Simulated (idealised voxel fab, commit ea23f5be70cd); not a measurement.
process module | voxel plated lines
cross-section cut | 265 nm wide | cells 5 nm
A cross-section is a grid of square cells, given in bands from the top down. A band is one or more rows of cells.
Each band's line starts with the height of the band's top and of its bottom, in nm. Then come its materials from left to right, each with its width in nm. One material with "throughout" fills the band from edge to edge. "air" is empty space.
Height 0 is the level under which the wafer as received is all one material. The lowest band goes on downwards, as in "0 down".
A width such as "30 to 40" changes by the same amount from each row of cells to the next, from the band's top row to its bottom row.
"no change" after a step means that no cell of the cross-section changed.
closed voids: empty space of 8 cells or more with no open way to the top, each as width x height at its distance from the left edge, in nm
after a step's settings: what the simulator itself notes on the step
overlay nm, on a step with a mask: how far to the right of its planned place the mask lay; to the left if negative
plan
1 op RECEIVE | material Si
2 op CONFORMAL_DEP | material SiO2 | thk nm 5
3 op DIRECTIONAL_DEP | material TiN | thk nm 5
4 op PATTERN | tone open | mask id LINES | material resist | width nm 20 | pitch nm 45 | thk nm 25 | overlay nm 0
5 op EPI | material Ru | thk nm 5
6 op EPI | material Ru | thk nm 5
7 op STRIP | etch materials resist
8 op DIRECTIONAL_ETCH | etch materials TiN | depth nm 5
9 op CONFORMAL_DEP | material SiN | thk nm 5
as received, after step 1
  0 down: Si throughout
  closed voids: none
a wafer at the end: this start, this plan, one mistake
  20 to 10: air 55 | Ru 20 | air 25 | Ru 20 | air 25 | Ru 20 | air 25 | Ru 20 | air 55
  10 to 5: air 55 | TiN 20 | air 25 | TiN 20 | air 25 | TiN 20 | air 25 | TiN 20 | air 55
  5 to 0: SiO2 throughout
  0 down: Si throughout
  closed voids: none
what went wrong: step 9 was left out
